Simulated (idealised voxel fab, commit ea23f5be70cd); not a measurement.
Herein follows the process module entitled voxel trench capacitor.
Cross-section cut spans 160 nm and uses square cells 5 nm in size.
Just so we're on the same page, the cross-sections are grids of square cells, and they're listed out in bands top to bottom, each band one or more rows deep. Band: top height; bottom height; in nm. Then, left to right: material with width in nm, for each material. "edge to edge": a single material spanning edge to edge. "empty": empty space. Basically, 0 is our baseline, since under it the wafer straight out of the box is all one material. The bottom band has no lower end and keeps on going down, so it looks like "from 0 down". Per-row width for "30..40": begins at first number (top row of band), ends at second number (bottom row), increment between rows held constant. Key: "no alterations made" - step with no changed cell in the cross-section. The label "Sealed-off cavities" introduces a list of the empty spaces, 8 cells or larger, that have no open way up to the top; each entry in it reads width x height at distance, where the distance is taken from the left edge and all three are stated in nm. It should be noted that, on the line of a given step, the content following the step's settings is a remark produced by the simulator itself with respect to that step. overlay nm: how far to the right of its planned place the mask lay on this masked step (negative: to the left).

Planned process steps:
| 1 | RECEIVE, material Si |
| 2 | CONFORMAL_DEP, material SiN, thk nm 5 |
| 3 | PATTERN, tone open, mask id TRENCH, material resist, width nm 25, pitch nm 40, thk nm 15, overlay nm 0 |
| 4 | DIRECTIONAL_ETCH, etch materials SiN, depth nm 5 |
| 5 | DIRECTIONAL_ETCH, etch materials Si, depth nm 25 |
| 6 | STRIP, etch materials resist |
| 7 | CONFORMAL_DEP, material Al2O3, thk nm 5 |
| 8 | CONFORMAL_DEP, material TiN, thk nm 5 |
| 9 | FILL_DEP, material W, thk nm 5 |
| 10 | CMP, height nm 5 |

First wafer, two in total, run as planned:

Wafer cross-section on receipt, i.e. after step 1:
	from 0 down: Si edge to edge
	Sealed-off cavities: none

Once step 2 is through, the wafer looks like this in cross-section:
	from 5 to 0: SiN edge to edge
	Below a height of 0, the structure has not been altered.

Once step 3 is through, the wafer looks like this in cross-section:
	from 20 to 5: resist=45, then empty=25, then resist=15, then empty=25, then resist=50
	Below a height of 5, the structure has not been altered.

Once step 4 is through, the wafer looks like this in cross-section:
	from 20 to 5: resist=45, then empty=25, then resist=15, then empty=25, then resist=50
	from 5 to 0: SiN=45, then empty=25, then SiN=15, then empty=25, then SiN=50
	Below a height of 0, the structure has not been altered.

Once step 5 is through, the wafer looks like this in cross-section:
	from 20 to 5: resist=45, then empty=25, then resist=15, then empty=25, then resist=50
	from 5 to 0: SiN=45, then empty=25, then SiN=15, then empty=25, then SiN=50
	from 0 to -25: Si=45, then empty=25, then Si=15, then empty=25, then Si=50
	Below a height of -25, the structure has not been altered.

Once step 6 is through, the wafer looks like this in cross-section:
	from 5 to 0: SiN=45, then empty=25, then SiN=15, then empty=25, then SiN=50
	Below a height of 0, the structure has not been altered.

Once step 7 is through, the wafer looks like this in cross-section:
	from 10 to 5: Al2O3=50, then empty=15, then Al2O3=25, then empty=15, then Al2O3=55
	from 5 to 0: SiN=45, then Al2O3=5, then empty=15, then Al2O3=5, then SiN=15, then Al2O3=5, then empty=15, then Al2O3=5, then SiN=50
	from 0 to -20: Si=45, then Al2O3=5, then empty=15, then Al2O3=5, then Si=15, then Al2O3=5, then empty=15, then Al2O3=5, then Si=50
	from -20 to -25: Si=45, then Al2O3=25, then Si=15, then Al2O3=25, then Si=50
	Below a height of -25, the structure has not been altered.

Once step 8 is through, the wafer looks like this in cross-section:
	from 15 to 10: TiN=55, then empty=5, then TiN=35, then empty=5, then TiN=60
	from 10 to 5: Al2O3=50, then TiN=5, then empty=5, then TiN=5, then Al2O3=25, then TiN=5, then empty=5, then TiN=5, then Al2O3=55
	from 5 to 0: SiN=45, then Al2O3=5, then TiN=5, then empty=5, then TiN=5, then Al2O3=5, then SiN=15, then Al2O3=5, then TiN=5, then empty=5, then TiN=5, then Al2O3=5, then SiN=50
	from 0 to -15: Si=45, then Al2O3=5, then TiN=5, then empty=5, then TiN=5, then Al2O3=5, then Si=15, then Al2O3=5, then TiN=5, then empty=5, then TiN=5, then Al2O3=5, then Si=50
	from -15 to -20: Si=45, then Al2O3=5, then TiN=15, then Al2O3=5, then Si=15, then Al2O3=5, then TiN=15, then Al2O3=5, then Si=50
	Below a height of -20, the structure has not been altered.

Once step 9 is through, the wafer looks like this in cross-section:
	from 20 to 15: W edge to edge
	from 15 to 10: TiN=55, then W=5, then TiN=35, then W=5, then TiN=60
	from 10 to 5: Al2O3=50, then TiN=5, then W=5, then TiN=5, then Al2O3=25, then TiN=5, then W=5, then TiN=5, then Al2O3=55
	from 5 to 0: SiN=45, then Al2O3=5, then TiN=5, then W=5, then TiN=5, then Al2O3=5, then SiN=15, then Al2O3=5, then TiN=5, then W=5, then TiN=5, then Al2O3=5, then SiN=50
	from 0 to -15: Si=45, then Al2O3=5, then TiN=5, then W=5, then TiN=5, then Al2O3=5, then Si=15, then Al2O3=5, then TiN=5, then W=5, then TiN=5, then Al2O3=5, then Si=50
	Below a height of -15, the structure has not been altered.

Once step 10 is through, the wafer looks like this in cross-section:
	from 5 to 0: SiN=45, then Al2O3=5, then TiN=5, then W=5, then TiN=5, then Al2O3=5, then SiN=15, then Al2O3=5, then TiN=5, then W=5, then TiN=5, then Al2O3=5, then SiN=50
	Below a height of 0, the structure has not been altered.

Second of two: same start, same plan, one run error; steps up to and including 2 match the first:

Second wafer, cut view, end of step 3 per plan:
	from 20 to 5: resist=50, then empty=15, then resist=25, then empty=15, then resist=55
	Below a height of 5, the structure has not been altered.

Second wafer, cut view, end of step 4 per plan:
	from 20 to 5: resist=50, then empty=15, then resist=25, then empty=15, then resist=55
	from 5 to 0: SiN=50, then empty=15, then SiN=25, then empty=15, then SiN=55
	Below a height of 0, the structure has not been altered.

Second wafer, cut view, end of step 5 per plan:
	from 20 to 5: resist=50, then empty=15, then resist=25, then empty=15, then resist=55
	from 5 to 0: SiN=50, then empty=15, then SiN=25, then empty=15, then SiN=55
	from 0 to -25: Si=50, then empty=15, then Si=25, then empty=15, then Si=55
	Below a height of -25, the structure has not been altered.

Second wafer, cut view, end of step 6 per plan:
	from 5 to 0: SiN=50, then empty=15, then SiN=25, then empty=15, then SiN=55
	Below a height of 0, the structure has not been altered.

Second wafer, cut view, end of step 7 per plan:
	from 10 to 5: Al2O3=55, then empty=5, then Al2O3=35, then empty=5, then Al2O3=60
	from 5 to 0: SiN=50, then Al2O3=5, then empty=5, then Al2O3=5, then SiN=25, then Al2O3=5, then empty=5, then Al2O3=5, then SiN=55
	from 0 to -20: Si=50, then Al2O3=5, then empty=5, then Al2O3=5, then Si=25, then Al2O3=5, then empty=5, then Al2O3=5, then Si=55
	from -20 to -25: Si=50, then Al2O3=15, then Si=25, then Al2O3=15, then Si=55
	Below a height of -25, the structure has not been altered.

Second wafer, cut view, end of step 8 per plan:
	from 15 to 10: TiN edge to edge
	from 10 to 5: Al2O3=55, then TiN=5, then Al2O3=35, then TiN=5, then Al2O3=60
	from 5 to 0: SiN=50, then Al2O3=5, then TiN=5, then Al2O3=5, then SiN=25, then Al2O3=5, then TiN=5, then Al2O3=5, then SiN=55
	from 0 to -20: Si=50, then Al2O3=5, then TiN=5, then Al2O3=5, then Si=25, then Al2O3=5, then TiN=5, then Al2O3=5, then Si=55
	Below a height of -20, the structure has not been altered.

Second wafer, cut view, end of step 9 per plan:
	from 20 to 15: W edge to edge
	Below a height of 15, the structure has not been altered.

Second wafer, cut view, end of step 10 per plan:
	from 5 to 0: SiN=50, then Al2O3=5, then TiN=5, then Al2O3=5, then SiN=25, then Al2O3=5, then TiN=5, then Al2O3=5, then SiN=55
	Below a height of 0, the structure has not been altered.
Deviation from plan: contrary to plan, step 3 was performed as PATTERN, tone open, mask id TRENCH, material resist, width nm 15, pitch nm 40, thk nm 15, overlay nm 0
At the finish, the second wafer shows more or fewer cells for some materials than the first does: -4 Al2O3; +20 Si; +4 SiN; -12 TiN; -8 W
